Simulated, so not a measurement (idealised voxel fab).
This is a process module. Its name is voxel trench capacitor.
Square cells of 5 nm make up the cross-section cut, whose width is 175 nm.
In this document a cross-section is written as a grid of square cells. It is given as a series of bands, listed from the top down, and a band is one or more rows of cells.
This entry defines a band. It first specifies the height of the band's top and the height of its bottom in nm, and then specifies the band's materials from left to right, stating each material with its width in nm. The word "everywhere" identifies a single material that fills the band from edge to edge, while the word "blank" identifies empty space.
Basically, 0 is our baseline, since under it the wafer straight out of the box is all one material. The bottom band has no lower end and keeps on going down, so it looks like "0 nm and below".
The expression "30->40" gives the width at the extremes of the band, the first number at its top row of cells and the second at its bottom row, with the width changing by equal amounts from each row to the next in between.
What does "no alterations made" mean for a step? It means no cell of the cross-section changed in that step.
The entry titled "Voids, fully enclosed" provides the empty spaces that have no open way to the top, restricted to those of 8 cells or more. Each is presented as width x height at distance, the distance being measured from the left edge, with all three in nm.
Step line, after settings: the simulator's comment on this step.
What "overlay nm" on a step's line means: if the step has a mask, that mask lay this far to the right of its planned place, or, when the value is negative, to the left.
Steps planned for the process
1,RECEIVE [material Si]
2,CONFORMAL_DEP [material SiN] [thk nm 10]
3,PATTERN [tone open] [mask id TRENCH] [material resist] [width nm 25] [pitch nm 45] [thk nm 15] [overlay nm 0]
4,DIRECTIONAL_ETCH [etch materials SiN] [depth nm 10]
5,DIRECTIONAL_ETCH [etch materials Si] [depth nm 40]
6,STRIP [etch materials resist]
7,CONFORMAL_DEP [material HfO2] [thk nm 5]
8,CONFORMAL_DEP [material TiN] [thk nm 5]
9,FILL_DEP [material W] [thk nm 5]
10,CMP [height nm 10]
Received-state cross-section, reflecting completion of step 1
0 nm and below  Si everywhere
Voids, fully enclosed: none
End-of-module cross-section of the first of two wafers, processed as planned
10 nm to 0 nm  50 nm SiN  5 nm HfO2  5 nm TiN  5 nm W  5 nm TiN  5 nm HfO2  20 nm SiN  5 nm HfO2  5 nm TiN  5 nm W  5 nm TiN  5 nm HfO2  55 nm SiN
0 nm to -30 nm  50 nm Si  5 nm HfO2  5 nm TiN  5 nm W  5 nm TiN  5 nm HfO2  20 nm Si  5 nm HfO2  5 nm TiN  5 nm W  5 nm TiN  5 nm HfO2  55 nm Si
-30 nm to -35 nm  50 nm Si  5 nm HfO2  15 nm TiN  5 nm HfO2  20 nm Si  5 nm HfO2  15 nm TiN  5 nm HfO2  55 nm Si
-35 nm to -40 nm  50 nm Si  25 nm HfO2  20 nm Si  25 nm HfO2  55 nm Si
-40 nm and below  Si everywhere
Voids, fully enclosed: none
Cross-sectional view: second of two wafers, end of module; start and plan identical to the first, one mistake in running
10 nm to 0 nm  50 nm SiN  10 nm HfO2  5 nm W  10 nm HfO2  20 nm SiN  10 nm HfO2  5 nm W  10 nm HfO2  55 nm SiN
0 nm to -30 nm  50 nm Si  10 nm HfO2  5 nm W  10 nm HfO2  20 nm Si  10 nm HfO2  5 nm W  10 nm HfO2  55 nm Si
-30 nm to -40 nm  50 nm Si  25 nm HfO2  20 nm Si  25 nm HfO2  55 nm Si
-40 nm and below  Si everywhere
Voids, fully enclosed: none
Want to know what went wrong? rather than as planned, step 8 actually ran as CONFORMAL_DEP [material HfO2] [thk nm 5]
Final cells, second wafer relative to first, materials higher or lower: HfO2 +38; TiN -38
